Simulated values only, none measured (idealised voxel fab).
Process module under the name voxel fin reveal
cross-section cut | 275 nm wide | cells 5 nm
Throughout this document, each cross-section is represented as a grid of square cells and is presented as a sequence of bands enumerated from the top downward, where a band comprises one or more rows of cells.
Look at the band entry: it leads with the top's height and the bottom's height in nm. Then it lists the materials left to right, with a width in nm for each. The word "everywhere" on a single material says that material fills the band edge to edge. The word "blank" is empty space.
Heights are measured from 0, the level below which the as-received wafer is all one material; the lowest band has no bottom and continues downward, written as in "from 0 down".
Quick explanation for "30 to 40": the width changes in equal steps down the rows of cells, from the first number in the band's top row to the second number in its bottom row.
The designation "no modification", where it is given for a processing step, indicates that no cell of the cross-section was altered in the course of that step.
Each empty space that has no open way to the top and spans at least 8 cells appears under "Entrapped void list" as width x height at distance, the distance counted from the left edge, all in nm.
Past the settings on a step's line: simulator remark, on that step.
overlay nm: how far to the right of its planned place the mask lay on this masked step (negative: to the left).
# The planned process steps are enumerated hereunder
1: RECEIVE (material Si)
2: CONFORMAL_DEP (material SiN; thk nm 5)
3: PATTERN (tone cover; mask id FINS; material resist; width nm 15; pitch nm 35; thk nm 20; overlay nm 0)
4: DIRECTIONAL_ETCH (etch materials SiN; depth nm 5)
5: DIRECTIONAL_ETCH (etch materials Si; depth nm 40)
6: STRIP (etch materials resist)
7: OXIDIZE (depth nm 5)
8: FILL_DEP (material SiO2; thk nm 15)
9: CMP (height nm 5)
10: SELECTIVE_ETCH (etch materials SiO2; depth nm 35)
11: STRIP (etch materials SiN)
# As-received wafer cross-section (after step 1)
from 0 down = Si everywhere
Entrapped void list: none
# The following cross-section depicts the wafer upon conclusion of the module. Processing commenced from the starting condition illustrated above and adhered to the plan illustrated above, save for one mistake in execution
from 0 to -40 = 110 nm blank, 5 nm SiO2, 5 nm Si, 5 nm SiO2, 20 nm blank, 5 nm SiO2, 5 nm Si, 5 nm SiO2, 115 nm blank
from -40 to -45 = 115 nm SiO2, 5 nm Si, 30 nm SiO2, 5 nm Si, 120 nm SiO2
from -45 down = Si everywhere
Entrapped void list: none
Plan not followed: not per plan at step 8, really ran FILL_DEP (material SiN; thk nm 15)
